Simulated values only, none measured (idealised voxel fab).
process module | voxel lift off
cross-section cut | 145 nm wide | cells 5 nm
A cross-section is a grid of square cells, given in bands from the top down. A band is one or more rows of cells.
Each band's line starts with the height of the band's top and of its bottom, in nm. Then come its materials from left to right, each with its width in nm. One material with "throughout" fills the band from edge to edge. "air" is empty space.
Height 0 is the level under which the wafer as received is all one material. The lowest band goes on downwards, as in "0 down".
A width such as "30 to 40" changes by the same amount from each row of cells to the next, from the band's top row to its bottom row.
"no change" after a step means that no cell of the cross-section changed.
closed voids: empty space of 8 cells or more with no open way to the top, each as width x height at its distance from the left edge, in nm
after a step's settings: what the simulator itself notes on the step
overlay nm, on a step with a mask: how far to the right of its planned place the mask lay; to the left if negative
plan
1 op RECEIVE | material Si
2 op CONFORMAL_DEP | material SiO2 | thk nm 15
3 op PATTERN | tone open | mask id LINES | material resist | width nm 20 | pitch nm 50 | thk nm 20 | overlay nm 0
4 op DIRECTIONAL_DEP | material Ru | thk nm 10
5 op STRIP | etch materials resist
6 op CONFORMAL_DEP | material SiN | thk nm 10
as received, after step 1
  0 down: Si throughout
  closed voids: none
a wafer at the end: this start, this plan, one mistake
  35 to 25: air 20 | SiN 100 | air 25
  25 to 15: SiN 30 | Ru 30 | SiN 20 | Ru 30 | SiN 35
  15 to 0: SiO2 throughout
  0 down: Si throughout
  closed voids: none
what went wrong: step 3 ran as: op PATTERN | tone open | mask id LINES | material resist | width nm 30 | pitch nm 50 | thk nm 20 | overlay nm 0
